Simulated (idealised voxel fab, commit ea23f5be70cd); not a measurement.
Process module heading - voxel double patterning
Each square cell in cross-section cut measures 5 nm, and the section as a whole is 215 nm wide.
If you're reading a cross-section in this doc, picture square cells in a grid; it comes to you as bands, top ones listed first down to the bottom, and a band can be one or more rows of cells. The entry gives the band's vertical extent as a top height and a bottom height in nm, then its horizontal make-up as materials from left to right, each with a width in nm. "air" stands for empty space; a single material marked "throughout" fills the band edge to edge. Heights are reckoned from 0. Under this level, the received wafer is all of one material. The bottommost band is open-ended downward, for example "top 0, no bottom". Top row gets the first number, bottom row gets the second, and each row in between changes by the same step: that is how a band width like "30..40" works. Step marked "all unchanged"? Then no cell in the cross-section changed in it. Voids not open to the top, 8 cells minimum: see "Tabulated closed voids". Written width x height at distance; distance is from the left edge; nm. Whatever follows a step's settings on its line is a remark the simulator itself makes about that step. "overlay nm" denotes, for a step that has a mask, the displacement of the mask to the right of its planned place, with negative values corresponding to the left.

Listed below are the process steps as planned
step 1: RECEIVE with material Si
step 2: CONFORMAL_DEP with material SiO2, thk nm 10
step 3: DIRECTIONAL_DEP with material polySi, thk nm 10
step 4: DIRECTIONAL_DEP with material SiCN, thk nm 10
step 5: PATTERN with tone open, mask id FIRST, material resist, width nm 15, pitch nm 50, thk nm 15, overlay nm 0
step 6: DIRECTIONAL_ETCH with etch materials SiCN, depth nm 10
step 7: STRIP with etch materials resist
step 8: DIRECTIONAL_DEP with material aC, thk nm 10
step 9: PATTERN with tone open, mask id SECOND, material resist, width nm 15, pitch nm 50, thk nm 30, overlay nm 0
step 10: DIRECTIONAL_ETCH with etch materials aC, depth nm 10
step 11: STRIP with etch materials resist
step 12: DIRECTIONAL_ETCH with etch materials SiCN, depth nm 5
step 13: STRIP with etch materials aC
step 14: DIRECTIONAL_ETCH with etch materials polySi, depth nm 10
step 15: STRIP with etch materials SiCN
The wafers in this document start out alike and differ in the depth nm applied at step 12; the plan shows the value used for the first wafer.

Cross-section of the first of several received wafers, showing its state after step 1
top 0, no bottom = Si throughout
Tabulated closed voids: none

Shown in cross-section: the first of several wafers at the end of the module, after its last step, step 15
top 20, bottom 10 = 50 of polySi, 15 of air, 35 of polySi, 15 of air, 35 of polySi, 15 of air, 50 of polySi
top 10, bottom 0 = SiO2 throughout
top 0, no bottom = Si throughout
Tabulated closed voids: none

Here's the last wafer cross-sectioned at the end of the module
top 20, bottom 10 = 50 of polySi, 15 of air, 10 of polySi, 15 of air, 10 of polySi, 15 of air, 10 of polySi, 15 of air, 10 of polySi, 15 of air, 50 of polySi
top 10, bottom 0 = SiO2 throughout
top 0, no bottom = Si throughout
Tabulated closed voids: none

Row per wafer, end-of-module: cell gain (+)/loss (-) by material since the wafer came in, then closed voids
depth nm 5 | +86 SiO2 | +68 polySi | Tabulated closed voids: none
depth nm 10 | +86 SiO2 | +56 polySi | Tabulated closed voids: none
depth nm 15 | +86 SiO2 | +56 polySi | Tabulated closed voids: none
depth nm 20 | +86 SiO2 | +56 polySi | Tabulated closed voids: none
depth nm 25 | +86 SiO2 | +56 polySi | Tabulated closed voids: none
